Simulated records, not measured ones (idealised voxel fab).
Process module heading - voxel gate over fins
Square cell edge 5 nm, section width 250 nm, ID cut.
Heads up, the way a cross-section reads in here is a grid of square cells, handed over as bands from the top down, with every band being one or more rows of cells.
Band entry format. Leading values: height of top, height of bottom, nm. Remainder: materials in left-to-right order, each with its width in nm. Special words: "edge to edge" on a single material, which then fills the band edge to edge; "air", empty space.
Note: height 0 marks the level under which the wafer is uniformly one material as received. Lowest band unbounded below, written "from 0 down".
Width spec "30->40" -> top row of cells at first value, bottom row at second value, equal per-row change in between.
"no alterations made" for a step: no cell of the cross-section changed in that step.
"Unvented voids" lists enclosed empty spaces (at least 8 cells, no open path upward to the top), each as width x height at distance from the left edge, in nm.
What comes after the settings on a step's line is commentary from the simulator itself on that step.
"overlay nm" on a masked step: distance the mask lay right of its planned place, negative for left.
Plan:
1 RECEIVE | material Si
2 CONFORMAL_DEP | material SiN | thk nm 5
3 PATTERN | tone cover | mask id FINS | material resist | width nm 15 | pitch nm 50 | thk nm 20 | overlay nm 0
4 DIRECTIONAL_ETCH | etch materials SiN | depth nm 5
5 DIRECTIONAL_ETCH | etch materials Si | depth nm 35
6 STRIP | etch materials resist
7 OXIDIZE | depth nm 5
8 FILL_DEP | material SiO2 | thk nm 15
9 CMP | height nm 5
10 PATTERN | tone open | mask id RAIL | material resist | width nm 15 | thk nm 20 | overlay nm 0
11 DIRECTIONAL_ETCH | etch materials SiO2 | depth nm 35
12 STRIP | etch materials resist
13 CONFORMAL_DEP | material TiN | thk nm 5
14 FILL_DEP | material W | thk nm 5
15 CMP | height nm 5
16 SELECTIVE_ETCH | etch materials W Ru TiN | depth nm 25
17 FILL_DEP | material SiO2 | thk nm 5
18 CMP | height nm 5
19 SELECTIVE_ETCH | etch materials SiO2 | depth nm 20
20 STRIP | etch materials SiN
21 CONFORMAL_DEP | material HfO2 | thk nm 5
22 CONFORMAL_DEP | material TiN | thk nm 5
23 FILL_DEP | material W | thk nm 10
24 CMP | height nm 15
25 CONFORMAL_DEP | material SiN | thk nm 5
What follows covers the first of two wafers; it ran as planned:
As-received wafer cross-section (after step 1):
from 0 down | Si edge to edge
Unvented voids: none
Cross-section of the wafer after step 2:
from 5 to 0 | SiN edge to edge
Nothing below the height 0 has changed.
Cross-section of the wafer after step 3:
from 25 to 5 | air 65 nm / resist 15 nm / air 35 nm / resist 15 nm / air 35 nm / resist 15 nm / air 70 nm
Nothing below the height 5 has changed.
Cross-section of the wafer after step 4:
from 25 to 5 | air 65 nm / resist 15 nm / air 35 nm / resist 15 nm / air 35 nm / resist 15 nm / air 70 nm
from 5 to 0 | air 65 nm / SiN 15 nm / air 35 nm / SiN 15 nm / air 35 nm / SiN 15 nm / air 70 nm
Nothing below the height 0 has changed.
Cross-section of the wafer after step 5:
from 25 to 5 | air 65 nm / resist 15 nm / air 35 nm / resist 15 nm / air 35 nm / resist 15 nm / air 70 nm
from 5 to 0 | air 65 nm / SiN 15 nm / air 35 nm / SiN 15 nm / air 35 nm / SiN 15 nm / air 70 nm
from 0 to -35 | air 65 nm / Si 15 nm / air 35 nm / Si 15 nm / air 35 nm / Si 15 nm / air 70 nm
Nothing below the height -35 has changed.
Cross-section of the wafer after step 6:
from 5 to 0 | air 65 nm / SiN 15 nm / air 35 nm / SiN 15 nm / air 35 nm / SiN 15 nm / air 70 nm
Nothing below the height 0 has changed.
Cross-section of the wafer after step 7:
from 5 to 0 | air 65 nm / SiN 15 nm / air 35 nm / SiN 15 nm / air 35 nm / SiN 15 nm / air 70 nm
from 0 to -35 | air 65 nm / SiO2 5 nm / Si 5 nm / SiO2 5 nm / air 35 nm / SiO2 5 nm / Si 5 nm / SiO2 5 nm / air 35 nm / SiO2 5 nm / Si 5 nm / SiO2 5 nm / air 70 nm
from -35 to -40 | SiO2 70 nm / Si 5 nm / SiO2 45 nm / Si 5 nm / SiO2 45 nm / Si 5 nm / SiO2 75 nm
Nothing below the height -40 has changed.
Cross-section of the wafer after step 8:
from 20 to 5 | SiO2 edge to edge
from 5 to 0 | SiO2 65 nm / SiN 15 nm / SiO2 35 nm / SiN 15 nm / SiO2 35 nm / SiN 15 nm / SiO2 70 nm
from 0 to -40 | SiO2 70 nm / Si 5 nm / SiO2 45 nm / Si 5 nm / SiO2 45 nm / Si 5 nm / SiO2 75 nm
Nothing below the height -40 has changed.
Cross-section of the wafer after step 9:
from 5 to 0 | SiO2 65 nm / SiN 15 nm / SiO2 35 nm / SiN 15 nm / SiO2 35 nm / SiN 15 nm / SiO2 70 nm
Nothing below the height 0 has changed.
Cross-section of the wafer after step 10:
from 25 to 5 | resist 90 nm / air 15 nm / resist 145 nm
Nothing below the height 5 has changed.
Cross-section of the wafer after step 11:
from 25 to 5 | resist 90 nm / air 15 nm / resist 145 nm
from 5 to 0 | SiO2 65 nm / SiN 15 nm / SiO2 10 nm / air 15 nm / SiO2 10 nm / SiN 15 nm / SiO2 35 nm / SiN 15 nm / SiO2 70 nm
from 0 to -30 | SiO2 70 nm / Si 5 nm / SiO2 15 nm / air 15 nm / SiO2 15 nm / Si 5 nm / SiO2 45 nm / Si 5 nm / SiO2 75 nm
Nothing below the height -30 has changed.
Cross-section of the wafer after step 12:
from 5 to 0 | SiO2 65 nm / SiN 15 nm / SiO2 10 nm / air 15 nm / SiO2 10 nm / SiN 15 nm / SiO2 35 nm / SiN 15 nm / SiO2 70 nm
Nothing below the height 0 has changed.
Cross-section of the wafer after step 13:
from 10 to 5 | TiN 95 nm / air 5 nm / TiN 150 nm
from 5 to 0 | SiO2 65 nm / SiN 15 nm / SiO2 10 nm / TiN 5 nm / air 5 nm / TiN 5 nm / SiO2 10 nm / SiN 15 nm / SiO2 35 nm / SiN 15 nm / SiO2 70 nm
from 0 to -25 | SiO2 70 nm / Si 5 nm / SiO2 15 nm / TiN 5 nm / air 5 nm / TiN 5 nm / SiO2 15 nm / Si 5 nm / SiO2 45 nm / Si 5 nm / SiO2 75 nm
from -25 to -30 | SiO2 70 nm / Si 5 nm / SiO2 15 nm / TiN 15 nm / SiO2 15 nm / Si 5 nm / SiO2 45 nm / Si 5 nm / SiO2 75 nm
Nothing below the height -30 has changed.
Cross-section of the wafer after step 14:
from 15 to 10 | W edge to edge
from 10 to 5 | TiN 95 nm / W 5 nm / TiN 150 nm
from 5 to 0 | SiO2 65 nm / SiN 15 nm / SiO2 10 nm / TiN 5 nm / W 5 nm / TiN 5 nm / SiO2 10 nm / SiN 15 nm / SiO2 35 nm / SiN 15 nm / SiO2 70 nm
from 0 to -25 | SiO2 70 nm / Si 5 nm / SiO2 15 nm / TiN 5 nm / W 5 nm / TiN 5 nm / SiO2 15 nm / Si 5 nm / SiO2 45 nm / Si 5 nm / SiO2 75 nm
Nothing below the height -25 has changed.
Cross-section of the wafer after step 15:
from 5 to 0 | SiO2 65 nm / SiN 15 nm / SiO2 10 nm / TiN 5 nm / W 5 nm / TiN 5 nm / SiO2 10 nm / SiN 15 nm / SiO2 35 nm / SiN 15 nm / SiO2 70 nm
Nothing below the height 0 has changed.
Cross-section of the wafer after step 16:
from 5 to 0 | SiO2 65 nm / SiN 15 nm / SiO2 10 nm / air 15 nm / SiO2 10 nm / SiN 15 nm / SiO2 35 nm / SiN 15 nm / SiO2 70 nm
from 0 to -20 | SiO2 70 nm / Si 5 nm / SiO2 15 nm / air 15 nm / SiO2 15 nm / Si 5 nm / SiO2 45 nm / Si 5 nm / SiO2 75 nm
Nothing below the height -20 has changed.
Cross-section of the wafer after step 17:
from 10 to 5 | SiO2 edge to edge
from 5 to 0 | SiO2 65 nm / SiN 15 nm / SiO2 35 nm / SiN 15 nm / SiO2 35 nm / SiN 15 nm / SiO2 70 nm
from 0 to -20 | SiO2 70 nm / Si 5 nm / SiO2 45 nm / Si 5 nm / SiO2 45 nm / Si 5 nm / SiO2 75 nm
Nothing below the height -20 has changed.
Cross-section of the wafer after step 18:
from 5 to 0 | SiO2 65 nm / SiN 15 nm / SiO2 35 nm / SiN 15 nm / SiO2 35 nm / SiN 15 nm / SiO2 70 nm
Nothing below the height 0 has changed.
Cross-section of the wafer after step 19:
from 5 to 0 | air 65 nm / SiN 15 nm / air 35 nm / SiN 15 nm / air 35 nm / SiN 15 nm / air 70 nm
from 0 to -15 | air 70 nm / Si 5 nm / air 45 nm / Si 5 nm / air 45 nm / Si 5 nm / air 75 nm
Nothing below the height -15 has changed.
Cross-section of the wafer after step 20:
from 0 to -15 | air 70 nm / Si 5 nm / air 45 nm / Si 5 nm / air 45 nm / Si 5 nm / air 75 nm
Nothing below the height -15 has changed.
Cross-section of the wafer after step 21:
from 5 to 0 | air 65 nm / HfO2 15 nm / air 35 nm / HfO2 15 nm / air 35 nm / HfO2 15 nm / air 70 nm
from 0 to -10 | air 65 nm / HfO2 5 nm / Si 5 nm / HfO2 5 nm / air 35 nm / HfO2 5 nm / Si 5 nm / HfO2 5 nm / air 35 nm / HfO2 5 nm / Si 5 nm / HfO2 5 nm / air 70 nm
from -10 to -15 | HfO2 70 nm / Si 5 nm / HfO2 45 nm / Si 5 nm / HfO2 45 nm / Si 5 nm / HfO2 75 nm
Nothing below the height -15 has changed.
Cross-section of the wafer after step 22:
from 10 to 5 | air 60 nm / TiN 25 nm / air 25 nm / TiN 25 nm / air 25 nm / TiN 25 nm / air 65 nm
from 5 to 0 | air 60 nm / TiN 5 nm / HfO2 15 nm / TiN 5 nm / air 25 nm / TiN 5 nm / HfO2 15 nm / TiN 5 nm / air 25 nm / TiN 5 nm / HfO2 15 nm / TiN 5 nm / air 65 nm
from 0 to -5 | air 60 nm / TiN 5 nm / HfO2 5 nm / Si 5 nm / HfO2 5 nm / TiN 5 nm / air 25 nm / TiN 5 nm / HfO2 5 nm / Si 5 nm / HfO2 5 nm / TiN 5 nm / air 25 nm / TiN 5 nm / HfO2 5 nm / Si 5 nm / HfO2 5 nm / TiN 5 nm / air 65 nm
from -5 to -10 | TiN 65 nm / HfO2 5 nm / Si 5 nm / HfO2 5 nm / TiN 35 nm / HfO2 5 nm / Si 5 nm / HfO2 5 nm / TiN 35 nm / HfO2 5 nm / Si 5 nm / HfO2 5 nm / TiN 70 nm
Nothing below the height -10 has changed.
Cross-section of the wafer after step 23:
from 20 to 10 | W edge to edge
from 10 to 5 | W 60 nm / TiN 25 nm / W 25 nm / TiN 25 nm / W 25 nm / TiN 25 nm / W 65 nm
from 5 to 0 | W 60 nm / TiN 5 nm / HfO2 15 nm / TiN 5 nm / W 25 nm / TiN 5 nm / HfO2 15 nm / TiN 5 nm / W 25 nm / TiN 5 nm / HfO2 15 nm / TiN 5 nm / W 65 nm
from 0 to -5 | W 60 nm / TiN 5 nm / HfO2 5 nm / Si 5 nm / HfO2 5 nm / TiN 5 nm / W 25 nm / TiN 5 nm / HfO2 5 nm / Si 5 nm / HfO2 5 nm / TiN 5 nm / W 25 nm / TiN 5 nm / HfO2 5 nm / Si 5 nm / HfO2 5 nm / TiN 5 nm / W 65 nm
Nothing below the height -5 has changed.
Cross-section of the wafer after step 24:
from 15 to 10 | W edge to edge
Nothing below the height 10 has changed.
Cross-section of the wafer after step 25:
from 20 to 15 | SiN edge to edge
Nothing below the height 15 has changed.
The second wafer began exactly as the first did and followed the same plan, but one mistake was made while running it; through step 23 inclusive, the two wafers are identical:
Second wafer profile in section, at the moment step 24 of the plan was meant to be complete:
from 10 to 5 | W 60 nm / TiN 25 nm / W 25 nm / TiN 25 nm / W 25 nm / TiN 25 nm / W 65 nm
Nothing below the height 5 has changed.
Second wafer profile in section, at the moment step 25 of the plan was meant to be complete:
from 15 to 10 | SiN edge to edge
Nothing below the height 10 has changed.
The plan and the run diverged here: step 24 did not use the planned setting and instead ran as CMP | height nm 10
It is noted that, at the conclusion of processing, the second wafer exhibits a higher or lower cell count for certain materials relative to the first: 50 fewer of W
